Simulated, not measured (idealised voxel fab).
A process module follows: voxel transistor to metal.
Cross-sectional view cut (width: 185 nm; square cell size: 5 nm).
Heads up, the way a cross-section reads in here is a grid of square cells, handed over as bands from the top down, with every band being one or more rows of cells. Band: top and bottom heights (nm) first, top before bottom; then materials from left to right, widths in nm. "all across" marks a sole material filling the band edge to edge. "blank" denotes empty space. Counting heights begins at 0, where everything beneath is, in the wafer as received, one material. The lowest band has no bottom; it goes on downwards, as "0 and below" shows. When a width is written as two numbers, as in "30..40", the first number is the width in the top row of cells of the band and the second is the width in its bottom row, and the width changes by the same amount from each row to the next. The designation "remained unchanged", where it is given for a processing step, indicates that no cell of the cross-section was altered in the course of that step. Closed empty spaces (no open way to the top) of 8 cells or more are what "Sealed void list" lists, each as width x height at distance from the left edge, nm for all three. Formally, on a step line, whatever follows the settings is a remark that the simulator itself makes on the step. What "overlay nm" on a step's line means: if the step has a mask, that mask lay this far to the right of its planned place, or, when the value is negative, to the left. What follows is a series of pairs. Each pair shows a cross-section before one process step and the cross-section after it, and the after view is drawn only down to the lowest band that changed. Beneath each pair is the step that lies between the two, with its settings. Pairs may come from different runs of this module on the same starting wafer, so a pair continues from the one above it only where its entry headed "Before the process" says so.

Before the process
- 55 down to 50: 35 blank  30 SiN  60 blank  30 SiN  30 blank
- 50 down to 30: 35 blank  5 SiN  20 Ru  5 SiN  60 blank  5 SiN  20 Ru  5 SiN  30 blank
- 30 down to 25: 40 SiN  20 TiN  70 SiN  20 TiN  35 SiN
- 25 down to 15: 40 SiO2  5 TiN  5 W  5 TiN  75 SiO2  5 TiN  5 W  5 TiN  40 SiO2
- 15 down to 10: 40 SiO2  5 TiN  5 W  5 TiN  10 SiO2  10 SiN  5 HfO2  5 TiN  15 W  5 TiN  5 HfO2  10 SiN  10 SiO2  5 TiN  5 W  5 TiN  40 SiO2
- 10 down to 5: 40 SiO2  15 TiN  10 SiO2  10 SiN  5 HfO2  5 TiN  15 W  5 TiN  5 HfO2  10 SiN  10 SiO2  15 TiN  40 SiO2
- 5 down to 0: 40 SiO2  10 TiN  15 pSi  10 SiN  5 HfO2  5 TiN  15 W  5 TiN  5 HfO2  10 SiN  15 pSi  10 TiN  40 SiO2
- 0 down to -5: 30 SiO2  10 SiN  10 TiN  15 pSi  10 SiN  5 HfO2  25 TiN  5 HfO2  10 SiN  15 pSi  10 TiN  10 SiN  30 SiO2
- -5 down to -10: 40 SiO2  25 pSi  5 SiO2  45 HfO2  5 SiO2  25 pSi  40 SiO2
- -10 down to -20: 40 SiO2  25 pSi  55 Si  25 pSi  40 SiO2
- -20 down to -45: 40 SiO2  105 Si  40 SiO2
- -45 and below: Si all across
- Sealed void list: none

Section After Processing
- 65 down to 55: SiO2 all across
- 55 down to 50: 35 SiO2  30 SiN  60 SiO2  30 SiN  30 SiO2
- 50 down to 30: 35 SiO2  5 SiN  20 Ru  5 SiN  60 SiO2  5 SiN  20 Ru  5 SiN  30 SiO2
- Nothing below the height 30 has changed.
- Sealed void list: none
The process step separating the two cross-sections depicted above is as follows: FILL_DEP,material SiO2,thk nm 10

Before the process: Reference is made to the cross-section shown after the step in the pair directly above, which represents the state prior to this step.

Section After Processing
- 50 down to 30: 35 SiO2  5 SiN  20 Ru  5 SiN  60 SiO2  5 SiN  20 Ru  5 SiN  30 SiO2
- Nothing below the height 30 has changed.
- Sealed void list: none
The process step separating the two cross-sections depicted above is as follows: CMP,height nm 50

Before the process: Reference is made to the cross-section shown after the step in the pair directly above, which represents the state prior to this step.

Section After Processing
- 55 down to 50: SiCN all across
- Nothing below the height 50 has changed.
- Sealed void list: none
The process step separating the two cross-sections depicted above is as follows: CONFORMAL_DEP,material SiCN,thk nm 5

Before the process
- 10 down to 0: SiN all across
- 0 down to -5: SiO2 all across
- -5 and below: Si all across
- Sealed void list: none

Section After Processing
- 25 down to 10: 30 blank  115 resist  40 blank
- Nothing below the height 10 has changed.
- Sealed void list: none
The process step separating the two cross-sections depicted above is as follows: PATTERN,tone cover,mask id ACTIVE,material resist,width nm 115,thk nm 15,overlay nm -5

Before the process: Reference is made to the cross-section shown after the step in the pair directly above, which represents the state prior to this step.

Section After Processing
- 25 down to 10: 30 blank  115 resist  40 blank
- 10 down to 0: 30 blank  115 SiN  40 blank
- Nothing below the height 0 has changed.
- Sealed void list: none
The process step separating the two cross-sections depicted above is as follows: DIRECTIONAL_ETCH,etch materials SiN,depth nm 10

Before the process: Reference is made to the cross-section shown after the step in the pair directly above, which represents the state prior to this step.

Section After Processing
- 25 down to 10: 30 blank  115 resist  40 blank
- 10 down to 0: 30 blank  115 SiN  40 blank
- 0 down to -5: 30 blank  115 SiO2  40 blank
- Nothing below the height -5 has changed.
- Sealed void list: none
The process step separating the two cross-sections depicted above is as follows: DIRECTIONAL_ETCH,etch materials SiO2,depth nm 5

Before the process: Reference is made to the cross-section shown after the step in the pair directly above, which represents the state prior to this step.

Section After Processing
- 25 down to 10: 30 blank  115 resist  40 blank
- 10 down to 0: 30 blank  115 SiN  40 blank
- 0 down to -5: 30 blank  115 SiO2  40 blank
- -5 down to -40: 30 blank  115 Si  40 blank
- Nothing below the height -40 has changed.
- Sealed void list: none
The process step separating the two cross-sections depicted above is as follows: DIRECTIONAL_ETCH,etch materials Si,depth nm 35

Before the process: Reference is made to the cross-section shown after the step in the pair directly above, which represents the state prior to this step.

Section After Processing
- 10 down to 0: 30 blank  115 SiN  40 blank
- Nothing below the height 0 has changed.
- Sealed void list: none
The process step separating the two cross-sections depicted above is as follows: STRIP,etch materials resist

Before the process: Reference is made to the cross-section shown after the step in the pair directly above, which represents the state prior to this step.

Section After Processing
- 10 down to 0: 30 blank  115 SiN  40 blank
- 0 down to -5: 30 blank  115 SiO2  40 blank
- -5 down to -40: 30 blank  5 SiO2  105 Si  5 SiO2  40 blank
- -40 down to -45: 35 SiO2  105 Si  45 SiO2
- Nothing below the height -45 has changed.
- Sealed void list: none
The process step separating the two cross-sections depicted above is as follows: OXIDIZE,depth nm 5

Before the process: Reference is made to the cross-section shown after the step in the pair directly above, which represents the state prior to this step.

Section After Processing
- 15 down to 10: SiO2 all across
- 10 down to 0: 30 SiO2  115 SiN  40 SiO2
- 0 down to -5: SiO2 all across
- -5 down to -45: 35 SiO2  105 Si  45 SiO2
- Nothing below the height -45 has changed.
- Sealed void list: none
The process step separating the two cross-sections depicted above is as follows: FILL_DEP,material SiO2,thk nm 5

Before the process: Reference is made to the cross-section shown after the step in the pair directly above, which represents the state prior to this step.

Section After Processing
- 10 down to 0: 30 SiO2  115 SiN  40 SiO2
- Nothing below the height 0 has changed.
- Sealed void list: none
The process step separating the two cross-sections depicted above is as follows: CMP,height nm 10

Before the process: Reference is made to the cross-section shown after the step in the pair directly above, which represents the state prior to this step.

Section After Processing
- 10 down to 5: 30 blank  115 SiN  40 blank
- Nothing below the height 5 has changed.
- Sealed void list: none
The process step separating the two cross-sections depicted above is as follows: SELECTIVE_ETCH,etch materials SiO2,depth nm 5

Before the process: Reference is made to the cross-section shown after the step in the pair directly above, which represents the state prior to this step.

Section After Processing
- 5 down to 0: 30 SiO2  115 blank  40 SiO2
- Nothing below the height 0 has changed.
- Sealed void list: none
The process step separating the two cross-sections depicted above is as follows: STRIP,etch materials SiN

Before the process: Reference is made to the cross-section shown after the step in the pair directly above, which represents the state prior to this step.

Section After Processing
- 0 down to -5: 25 SiO2  125 blank  35 SiO2
- Nothing below the height -5 has changed.
- Sealed void list: none
The process step separating the two cross-sections depicted above is as follows: SELECTIVE_ETCH,etch materials SiO2,depth nm 5

Before the process: Reference is made to the cross-section shown after the step in the pair directly above, which represents the state prior to this step.

Section After Processing
- 0 down to -5: 25 SiO2  125 blank  35 SiO2
- -5 down to -10: SiO2 all across
- Nothing below the height -10 has changed.
- Sealed void list: none
The process step separating the two cross-sections depicted above is as follows: OXIDIZE,depth nm 5

Before the process: Reference is made to the cross-section shown after the step in the pair directly above, which represents the state prior to this step.

Section After Processing
- 25 down to 20: 25 polySi  125 blank  35 polySi
- 20 down to 0: polySi all across
- 0 down to -5: 25 SiO2  125 polySi  35 SiO2
- Nothing below the height -5 has changed.
- Sealed void list: none
The process step separating the two cross-sections depicted above is as follows: DIRECTIONAL_DEP,material polySi,thk nm 25

Before the process: Reference is made to the cross-section shown after the step in the pair directly above, which represents the state prior to this step.

Section After Processing
- 35 down to 30: 25 SiCN  125 blank  35 SiCN
- 30 down to 25: SiCN all across
- 25 down to 20: 25 polySi  125 SiCN  35 polySi
- Nothing below the height 20 has changed.
- Sealed void list: none
The process step separating the two cross-sections depicted above is as follows: DIRECTIONAL_DEP,material SiCN,thk nm 10

Before the process: Reference is made to the cross-section shown after the step in the pair directly above, which represents the state prior to this step.

Section After Processing
- 30 down to 25: 75 blank  35 SiCN  75 blank
- 25 down to 20: 25 polySi  50 blank  35 SiCN  40 blank  35 polySi
- Nothing below the height 20 has changed.
- Sealed void list: none
The process step separating the two cross-sections depicted above is as follows: MASKED_ETCH,tone cover,mask id GATE,width nm 35,etch materials SiCN,depth nm 20,overlay nm 0

Before the process: Reference is made to the cross-section shown after the step in the pair directly above, which represents the state prior to this step.

Section After Processing
- 30 down to 20: 75 blank  35 SiCN  75 blank
- 20 down to 0: 75 blank  35 polySi  75 blank
- 0 down to -5: 25 SiO2  50 blank  35 polySi  40 blank  35 SiO2
- Nothing below the height -5 has changed.
- Sealed void list: none
The process step separating the two cross-sections depicted above is as follows: MASKED_ETCH,tone cover,mask id GATE,width nm 35,etch materials polySi,depth nm 35,overlay nm 0

Before the process: Reference is made to the cross-section shown after the step in the pair directly above, which represents the state prior to this step.

Section After Processing
- 40 down to 30: 65 blank  55 SiN  65 blank
- 30 down to 20: 65 blank  10 SiN  35 SiCN  10 SiN  65 blank
- 20 down to 10: 65 blank  10 SiN  35 polySi  10 SiN  65 blank
- 10 down to 5: 35 SiN  30 blank  10 SiN  35 polySi  10 SiN  20 blank  45 SiN
- 5 down to 0: 75 SiN  35 polySi  75 SiN
- 0 down to -5: 25 SiO2  50 SiN  35 polySi  40 SiN  35 SiO2
- Nothing below the height -5 has changed.
- Sealed void list: none
The process step separating the two cross-sections depicted above is as follows: CONFORMAL_DEP,material SiN,thk nm 10

Before the process: Reference is made to the cross-section shown after the step in the pair directly above, which represents the state prior to this step.

Section After Processing
- 30 down to 20: 65 blank  10 SiN  35 SiCN  10 SiN  65 blank
- 20 down to 0: 65 blank  10 SiN  35 polySi  10 SiN  65 blank
- 0 down to -5: 25 SiO2  10 SiN  30 blank  10 SiN  35 polySi  10 SiN  20 blank  10 SiN  35 SiO2
- Nothing below the height -5 has changed.
- Sealed void list: none
The process step separating the two cross-sections depicted above is as follows: DIRECTIONAL_ETCH,etch materials SiN,depth nm 10

Before the process: Reference is made to the cross-section shown after the step in the pair directly above, which represents the state prior to this step.

Section After Processing
- 30 down to 20: 65 blank  10 SiN  35 SiCN  10 SiN  65 blank
- 20 down to 0: 65 blank  10 SiN  35 polySi  10 SiN  65 blank
- 0 down to -5: 25 blank  10 SiN  30 blank  10 SiN  35 polySi  10 SiN  20 blank  10 SiN  35 blank
- -5 down to -10: 35 SiO2  30 blank  55 SiO2  20 blank  45 SiO2
- Nothing below the height -10 has changed.
- Sealed void list: none
The process step separating the two cross-sections depicted above is as follows: DIRECTIONAL_ETCH,etch materials SiO2,depth nm 5

Before the process: Reference is made to the cross-section shown after the step in the pair directly above, which represents the state prior to this step.

Section After Processing
- 30 down to 20: 65 blank  10 SiN  35 SiCN  10 SiN  65 blank
- 20 down to 0: 65 blank  10 SiN  35 polySi  10 SiN  65 blank
- 0 down to -5: 25 blank  10 SiN  30 blank  10 SiN  35 polySi  10 SiN  20 blank  10 SiN  35 blank
- -5 down to -10: 35 SiO2  30 blank  55 SiO2  20 blank  45 SiO2
- -10 down to -20: 35 SiO2  30 blank  55 Si  20 blank  45 SiO2
- Nothing below the height -20 has changed.
- Sealed void list: none
The process step separating the two cross-sections depicted above is as follows: DIRECTIONAL_ETCH,etch materials Si,depth nm 10

Before the process: Reference is made to the cross-section shown after the step in the pair directly above, which represents the state prior to this step.

Section After Processing
- 30 down to 20: 65 blank  10 SiN  35 SiCN  10 SiN  65 blank
- 20 down to 5: 65 blank  10 SiN  35 polySi  10 SiN  65 blank
- 5 down to 0: 50 blank  15 pSi  10 SiN  35 polySi  10 SiN  15 pSi  50 blank
- 0 down to -5: 25 blank  10 SiN  15 blank  15 pSi  10 SiN  35 polySi  10 SiN  15 pSi  5 blank  10 SiN  35 blank
- -5 down to -10: 35 SiO2  30 pSi  55 SiO2  20 pSi  45 SiO2
- -10 down to -20: 35 SiO2  30 pSi  55 Si  20 pSi  45 SiO2
- Nothing below the height -20 has changed.
- Sealed void list: none
The process step separating the two cross-sections depicted above is as follows: EPI,material pSi,thk nm 15

Before the process: Reference is made to the cross-section shown after the step in the pair directly above, which represents the state prior to this step.

Section After Processing
- 35 down to 30: SiO2 all across
- 30 down to 20: 65 SiO2  10 SiN  35 SiCN  10 SiN  65 SiO2
- 20 down to 5: 65 SiO2  10 SiN  35 polySi  10 SiN  65 SiO2
- 5 down to 0: 50 SiO2  15 pSi  10 SiN  35 polySi  10 SiN  15 pSi  50 SiO2
- 0 down to -5: 25 SiO2  10 SiN  15 SiO2  15 pSi  10 SiN  35 polySi  10 SiN  15 pSi  5 SiO2  10 SiN  35 SiO2
- Nothing below the height -5 has changed.
- Sealed void list: none
The process step separating the two cross-sections depicted above is as follows: FILL_DEP,material SiO2,thk nm 5

Before the process: Reference is made to the cross-section shown after the step in the pair directly above, which represents the state prior to this step.

Section After Processing
- 20 down to 5: 65 SiO2  10 SiN  35 polySi  10 SiN  65 SiO2
- Nothing below the height 5 has changed.
- Sealed void list: none
The process step separating the two cross-sections depicted above is as follows: CMP,height nm 20

Before the process: Reference is made to the cross-section shown after the step in the pair directly above, which represents the state prior to this step.

Section After Processing
- 20 down to 5: 65 SiO2  10 SiN  35 blank  10 SiN  65 SiO2
- 5 down to 0: 50 SiO2  15 pSi  10 SiN  35 blank  10 SiN  15 pSi  50 SiO2
- 0 down to -5: 25 SiO2  10 SiN  15 SiO2  15 pSi  10 SiN  35 blank  10 SiN  15 pSi  5 SiO2  10 SiN  35 SiO2
- Nothing below the height -5 has changed.
- Sealed void list: none
The process step separating the two cross-sections depicted above is as follows: STRIP,etch materials polySi

Before the process: Reference is made to the cross-section shown after the step in the pair directly above, which represents the state prior to this step.

Section After Processing
- 20 down to 15: 65 blank  10 SiN  35 blank  10 SiN  65 blank
- 15 down to 5: 65 SiO2  10 SiN  35 blank  10 SiN  65 SiO2
- 5 down to 0: 50 SiO2  15 pSi  10 SiN  35 blank  10 SiN  15 pSi  50 SiO2
- 0 down to -5: 25 SiO2  10 SiN  15 SiO2  15 pSi  10 SiN  35 blank  10 SiN  15 pSi  5 SiO2  10 SiN  35 SiO2
- -5 down to -10: 35 SiO2  30 pSi  5 SiO2  45 blank  5 SiO2  20 pSi  45 SiO2
- Nothing below the height -10 has changed.
- Sealed void list: none
The process step separating the two cross-sections depicted above is as follows: SELECTIVE_ETCH,etch materials SiO2,depth nm 5

Before the process: Reference is made to the cross-section shown after the step in the pair directly above, which represents the state prior to this step.

Section After Processing
- 25 down to 20: 60 blank  20 HfO2  25 blank  20 HfO2  60 blank
- 20 down to 15: 65 HfO2  10 SiN  5 HfO2  25 blank  5 HfO2  10 SiN  65 HfO2
- 15 down to 5: 65 SiO2  10 SiN  5 HfO2  25 blank  5 HfO2  10 SiN  65 SiO2
- 5 down to 0: 50 SiO2  15 pSi  10 SiN  5 HfO2  25 blank  5 HfO2  10 SiN  15 pSi  50 SiO2
- 0 down to -5: 25 SiO2  10 SiN  15 SiO2  15 pSi  10 SiN  5 HfO2  25 blank  5 HfO2  10 SiN  15 pSi  5 SiO2  10 SiN  35 SiO2
- -5 down to -10: 35 SiO2  30 pSi  5 SiO2  45 HfO2  5 SiO2  20 pSi  45 SiO2
- Nothing below the height -10 has changed.
- Sealed void list: none
The process step separating the two cross-sections depicted above is as follows: CONFORMAL_DEP,material HfO2,thk nm 5

Before the process: Reference is made to the cross-section shown after the step in the pair directly above, which represents the state prior to this step.

Section After Processing
- 30 down to 25: 55 blank  30 TiN  15 blank  30 TiN  55 blank
- 25 down to 20: 60 TiN  20 HfO2  5 TiN  15 blank  5 TiN  20 HfO2  60 TiN
- 20 down to 15: 65 HfO2  10 SiN  5 HfO2  5 TiN  15 blank  5 TiN  5 HfO2  10 SiN  65 HfO2
- 15 down to 5: 65 SiO2  10 SiN  5 HfO2  5 TiN  15 blank  5 TiN  5 HfO2  10 SiN  65 SiO2
- 5 down to 0: 50 SiO2  15 pSi  10 SiN  5 HfO2  5 TiN  15 blank  5 TiN  5 HfO2  10 SiN  15 pSi  50 SiO2
- 0 down to -5: 25 SiO2  10 SiN  15 SiO2  15 pSi  10 SiN  5 HfO2  25 TiN  5 HfO2  10 SiN  15 pSi  5 SiO2  10 SiN  35 SiO2
- Nothing below the height -5 has changed.
- Sealed void list: none
The process step separating the two cross-sections depicted above is as follows: CONFORMAL_DEP,material TiN,thk nm 5

Before the process: Reference is made to the cross-section shown after the step in the pair directly above, which represents the state prior to this step.

Section After Processing
- 35 down to 30: W all across
- 30 down to 25: 55 W  30 TiN  15 W  30 TiN  55 W
- 25 down to 20: 60 TiN  20 HfO2  5 TiN  15 W  5 TiN  20 HfO2  60 TiN
- 20 down to 15: 65 HfO2  10 SiN  5 HfO2  5 TiN  15 W  5 TiN  5 HfO2  10 SiN  65 HfO2
- 15 down to 5: 65 SiO2  10 SiN  5 HfO2  5 TiN  15 W  5 TiN  5 HfO2  10 SiN  65 SiO2
- 5 down to 0: 50 SiO2  15 pSi  10 SiN  5 HfO2  5 TiN  15 W  5 TiN  5 HfO2  10 SiN  15 pSi  50 SiO2
- Nothing below the height 0 has changed.
- Sealed void list: none
The process step separating the two cross-sections depicted above is as follows: FILL_DEP,material W,thk nm 5

Before the process: Reference is made to the cross-section shown after the step in the pair directly above, which represents the state prior to this step.

Section After Processing
- 15 down to 5: 65 SiO2  10 SiN  5 HfO2  5 TiN  15 W  5 TiN  5 HfO2  10 SiN  65 SiO2
- Nothing below the height 5 has changed.
- Sealed void list: none
The process step separating the two cross-sections depicted above is as follows: CMP,height nm 15

Before the process: Reference is made to the cross-section shown after the step in the pair directly above, which represents the state prior to this step.

Section After Processing
- 25 down to 15: SiO2 all across
- Nothing below the height 15 has changed.
- Sealed void list: none
The process step separating the two cross-sections depicted above is as follows: DIRECTIONAL_DEP,material SiO2,thk nm 10

Before the process: Reference is made to the cross-section shown after the step in the pair directly above, which represents the state prior to this step.

Section After Processing
- 40 down to 25: aC all across
- Nothing below the height 25 has changed.
- Sealed void list: none
The process step separating the two cross-sections depicted above is as follows: DIRECTIONAL_DEP,material aC,thk nm 15

Before the process: Reference is made to the cross-section shown after the step in the pair directly above, which represents the state prior to this step.

Section After Processing
- 75 down to 40: 40 resist  15 blank  75 resist  15 blank  40 resist
- Nothing below the height 40 has changed.
- Sealed void list: none
The process step separating the two cross-sections depicted above is as follows: PATTERN,tone open,mask id CONTACT,material resist,width nm 15,pitch nm 90,thk nm 35,overlay nm 0

Before the process: Reference is made to the cross-section shown after the step in the pair directly above, which represents the state prior to this step.

Section After Processing
- 60 down to 40: 40 resist  15 blank  75 resist  15 blank  40 resist
- 40 down to 25: 40 aC  15 blank  75 aC  15 blank  40 aC
- Nothing below the height 25 has changed.
- Sealed void list: none
The process step separating the two cross-sections depicted above is as follows: DIRECTIONAL_ETCH,etch materials aC,depth nm 15

Before the process: Reference is made to the cross-section shown after the step in the pair directly above, which represents the state prior to this step.

Section After Processing
- 40 down to 25: 40 aC  15 blank  75 aC  15 blank  40 aC
- Nothing below the height 25 has changed.
- Sealed void list: none
The process step separating the two cross-sections depicted above is as follows: STRIP,etch materials resist

Before the process: Reference is made to the cross-section shown after the step in the pair directly above, which represents the state prior to this step.

Section After Processing
- 40 down to 25: 40 aC  15 blank  75 aC  15 blank  40 aC
- 25 down to 15: 40 SiO2  15 blank  75 SiO2  15 blank  40 SiO2
- 15 down to 5: 40 SiO2  15 blank  10 SiO2  10 SiN  5 HfO2  5 TiN  15 W  5 TiN  5 HfO2  10 SiN  10 SiO2  15 blank  40 SiO2
- 5 down to 0: 40 SiO2  10 blank  15 pSi  10 SiN  5 HfO2  5 TiN  15 W  5 TiN  5 HfO2  10 SiN  15 pSi  10 blank  40 SiO2
- 0 down to -5: 25 SiO2  10 SiN  5 SiO2  10 blank  15 pSi  10 SiN  5 HfO2  25 TiN  5 HfO2  10 SiN  15 pSi  5 blank  10 SiN  35 SiO2
- Nothing below the height -5 has changed.
- Sealed void list: none
The process step separating the two cross-sections depicted above is as follows: DIRECTIONAL_ETCH,etch materials SiO2,depth nm 30

Before the process: Reference is made to the cross-section shown after the step in the pair directly above, which represents the state prior to this step.

Section After Processing
- 25 down to 15: 40 SiO2  15 blank  75 SiO2  15 blank  40 SiO2
- Nothing below the height 15 has changed.
- Sealed void list: none
The process step separating the two cross-sections depicted above is as follows: STRIP,etch materials aC

Before the process: Reference is made to the cross-section shown after the step in the pair directly above, which represents the state prior to this step.

Section After Processing
- 30 down to 25: 45 TiN  5 blank  85 TiN  5 blank  45 TiN
- 25 down to 15: 40 SiO2  5 TiN  5 blank  5 TiN  75 SiO2  5 TiN  5 blank  5 TiN  40 SiO2
- 15 down to 10: 40 SiO2  5 TiN  5 blank  5 TiN  10 SiO2  10 SiN  5 HfO2  5 TiN  15 W  5 TiN  5 HfO2  10 SiN  10 SiO2  5 TiN  5 blank  5 TiN  40 SiO2
- 10 down to 5: 40 SiO2  15 TiN  10 SiO2  10 SiN  5 HfO2  5 TiN  15 W  5 TiN  5 HfO2  10 SiN  10 SiO2  15 TiN  40 SiO2
- 5 down to 0: 40 SiO2  10 TiN  15 pSi  10 SiN  5 HfO2  5 TiN  15 W  5 TiN  5 HfO2  10 SiN  15 pSi  10 TiN  40 SiO2
- 0 down to -5: 25 SiO2  10 SiN  5 SiO2  10 TiN  15 pSi  10 SiN  5 HfO2  25 TiN  5 HfO2  10 SiN  15 pSi  5 TiN  10 SiN  35 SiO2
- Nothing below the height -5 has changed.
- Sealed void list: none
The process step separating the two cross-sections depicted above is as follows: CONFORMAL_DEP,material TiN,thk nm 5

Before the process: Reference is made to the cross-section shown after the step in the pair directly above, which represents the state prior to this step.

Section After Processing
- 40 down to 30: W all across
- 30 down to 25: 45 TiN  5 W  85 TiN  5 W  45 TiN
- 25 down to 15: 40 SiO2  5 TiN  5 W  5 TiN  75 SiO2  5 TiN  5 W  5 TiN  40 SiO2
- 15 down to 10: 40 SiO2  5 TiN  5 W  5 TiN  10 SiO2  10 SiN  5 HfO2  5 TiN  15 W  5 TiN  5 HfO2  10 SiN  10 SiO2  5 TiN  5 W  5 TiN  40 SiO2
- Nothing below the height 10 has changed.
- Sealed void list: none
The process step separating the two cross-sections depicted above is as follows: FILL_DEP,material W,thk nm 10

Before the process: Reference is made to the cross-section shown after the step in the pair directly above, which represents the state prior to this step.

Section After Processing
- 25 down to 15: 40 SiO2  5 TiN  5 W  5 TiN  75 SiO2  5 TiN  5 W  5 TiN  40 SiO2
- Nothing below the height 15 has changed.
- Sealed void list: none
The process step separating the two cross-sections depicted above is as follows: CMP,height nm 25

Before the process: Reference is made to the cross-section shown after the step in the pair directly above, which represents the state prior to this step.

Section After Processing
- 30 down to 25: TiN all across
- Nothing below the height 25 has changed.
- Sealed void list: none
The process step separating the two cross-sections depicted above is as follows: DIRECTIONAL_DEP,material TiN,thk nm 5

Before the process: Reference is made to the cross-section shown after the step in the pair directly above, which represents the state prior to this step.

Section After Processing
- 50 down to 30: Ru all across
- Nothing below the height 30 has changed.
- Sealed void list: none
The process step separating the two cross-sections depicted above is as follows: DIRECTIONAL_DEP,material Ru,thk nm 20

Before the process: Reference is made to the cross-section shown after the step in the pair directly above, which represents the state prior to this step.

Section After Processing
- 50 down to 30: 40 blank  15 Ru  75 blank  15 Ru  40 blank
- Nothing below the height 30 has changed.
- Sealed void list: none
The process step separating the two cross-sections depicted above is as follows: MASKED_ETCH,tone cover,mask id METAL_1,width nm 15,pitch nm 90,etch materials Ru,depth nm 20,overlay nm 0

Before the process: Reference is made to the cross-section shown after the step in the pair directly above, which represents the state prior to this step.

Section After Processing
- 50 down to 30: 40 blank  15 Ru  75 blank  15 Ru  40 blank
- 30 down to 25: 40 blank  15 TiN  75 blank  15 TiN  40 blank
- Nothing below the height 25 has changed.
- Sealed void list: none
The process step separating the two cross-sections depicted above is as follows: MASKED_ETCH,tone cover,mask id METAL_1,width nm 15,pitch nm 90,etch materials TiN,depth nm 5,overlay nm 0

Before the process: Reference is made to the cross-section shown after the step in the pair directly above, which represents the state prior to this step.

Section After Processing
- 55 down to 50: 35 blank  25 SiN  65 blank  25 SiN  35 blank
- 50 down to 30: 35 blank  5 SiN  15 Ru  5 SiN  65 blank  5 SiN  15 Ru  5 SiN  35 blank
- 30 down to 25: 40 SiN  15 TiN  75 SiN  15 TiN  40 SiN
- Nothing below the height 25 has changed.
- Sealed void list: none
The process step separating the two cross-sections depicted above is as follows: CONFORMAL_DEP,material SiN,thk nm 5

Before the process: Reference is made to the cross-section shown after the step in the pair directly above, which represents the state prior to this step.

Section After Processing
- 65 down to 55: SiO2 all across
- 55 down to 50: 35 SiO2  25 SiN  65 SiO2  25 SiN  35 SiO2
- 50 down to 30: 35 SiO2  5 SiN  15 Ru  5 SiN  65 SiO2  5 SiN  15 Ru  5 SiN  35 SiO2
- Nothing below the height 30 has changed.
- Sealed void list: none
The process step separating the two cross-sections depicted above is as follows: FILL_DEP,material SiO2,thk nm 10

Before the process: Reference is made to the cross-section shown after the step in the pair directly above, which represents the state prior to this step.

Section After Processing
- 50 down to 30: 35 SiO2  5 SiN  15 Ru  5 SiN  65 SiO2  5 SiN  15 Ru  5 SiN  35 SiO2
- Nothing below the height 30 has changed.
- Sealed void list: none
The process step separating the two cross-sections depicted above is as follows: CMP,height nm 50

Before the process: Reference is made to the cross-section shown after the step in the pair directly above, which represents the state prior to this step.

Section After Processing
- 55 down to 50: SiCN all across
- Nothing below the height 50 has changed.
- Sealed void list: none
The process step separating the two cross-sections depicted above is as follows: CONFORMAL_DEP,material SiCN,thk nm 5

Before the process
- 30 down to 20: 65 blank  10 SiN  35 SiCN  10 SiN  65 blank
- 20 down to 0: 65 blank  10 SiN  35 polySi  10 SiN  65 blank
- 0 down to -5: 30 blank  10 SiN  25 blank  10 SiN  35 polySi  10 SiN  25 blank  10 SiN  30 blank
- -5 down to -10: 40 SiO2  25 blank  55 SiO2  25 blank  40 SiO2
- -10 down to -45: 40 SiO2  105 Si  40 SiO2
- -45 and below: Si all across
- Sealed void list: none

Section After Processing
- 30 down to 20: 75 blank  35 SiCN  75 blank
- 20 down to -5: 65 blank  10 SiN  35 polySi  10 SiN  65 blank
- Nothing below the height -5 has changed.
- Sealed void list: none
The process step separating the two cross-sections depicted above is as follows: DIRECTIONAL_ETCH,etch materials SiN,depth nm 10

Before the process: Reference is made to the cross-section shown after the step in the pair directly above, which represents the state prior to this step.

Section After Processing
- 30 down to 20: 75 blank  35 SiCN  75 blank
- 20 down to 5: 65 blank  10 SiN  35 polySi  10 SiN  65 blank
- 5 down to -5: 30 blank  35 pSi  10 SiN  35 polySi  10 SiN  35 pSi  30 blank
- -5 down to -10: 40 SiO2  25 pSi  55 SiO2  25 pSi  40 SiO2
- Nothing below the height -10 has changed.
- Sealed void list: none
The process step separating the two cross-sections depicted above is as follows: EPI,material pSi,thk nm 15

Before the process: Reference is made to the cross-section shown after the step in the pair directly above, which represents the state prior to this step.

Section After Processing
- 35 down to 30: SiO2 all across
- 30 down to 20: 75 SiO2  35 SiCN  75 SiO2
- 20 down to 5: 65 SiO2  10 SiN  35 polySi  10 SiN  65 SiO2
- 5 down to -5: 30 SiO2  35 pSi  10 SiN  35 polySi  10 SiN  35 pSi  30 SiO2
- Nothing below the height -5 has changed.
- Sealed void list: none
The process step separating the two cross-sections depicted above is as follows: FILL_DEP,material SiO2,thk nm 5

Before the process: Reference is made to the cross-section shown after the step in the pair directly above, which represents the state prior to this step.

Section After Processing
- 20 down to 5: 65 SiO2  10 SiN  35 polySi  10 SiN  65 SiO2
- Nothing below the height 5 has changed.
- Sealed void list: none
The process step separating the two cross-sections depicted above is as follows: CMP,height nm 20

Before the process: Reference is made to the cross-section shown after the step in the pair directly above, which represents the state prior to this step.

Section After Processing
- 20 down to 5: 65 SiO2  10 SiN  35 blank  10 SiN  65 SiO2
- 5 down to -5: 30 SiO2  35 pSi  10 SiN  35 blank  10 SiN  35 pSi  30 SiO2
- Nothing below the height -5 has changed.
- Sealed void list: none
The process step separating the two cross-sections depicted above is as follows: STRIP,etch materials polySi

Before the process: Reference is made to the cross-section shown after the step in the pair directly above, which represents the state prior to this step.

Section After Processing
- 20 down to 15: 65 blank  10 SiN  35 blank  10 SiN  65 blank
- 15 down to 5: 65 SiO2  10 SiN  35 blank  10 SiN  65 SiO2
- 5 down to -5: 30 SiO2  35 pSi  10 SiN  35 blank  10 SiN  35 pSi  30 SiO2
- -5 down to -10: 40 SiO2  25 pSi  5 SiO2  45 blank  5 SiO2  25 pSi  40 SiO2
- Nothing below the height -10 has changed.
- Sealed void list: none
The process step separating the two cross-sections depicted above is as follows: SELECTIVE_ETCH,etch materials SiO2,depth nm 5

Before the process: Reference is made to the cross-section shown after the step in the pair directly above, which represents the state prior to this step.

Section After Processing
- 25 down to 20: 60 blank  20 HfO2  25 blank  20 HfO2  60 blank
- 20 down to 15: 65 HfO2  10 SiN  5 HfO2  25 blank  5 HfO2  10 SiN  65 HfO2
- 15 down to 5: 65 SiO2  10 SiN  5 HfO2  25 blank  5 HfO2  10 SiN  65 SiO2
- 5 down to -5: 30 SiO2  35 pSi  10 SiN  5 HfO2  25 blank  5 HfO2  10 SiN  35 pSi  30 SiO2
- -5 down to -10: 40 SiO2  25 pSi  5 SiO2  45 HfO2  5 SiO2  25 pSi  40 SiO2
- Nothing below the height -10 has changed.
- Sealed void list: none
The process step separating the two cross-sections depicted above is as follows: CONFORMAL_DEP,material HfO2,thk nm 5
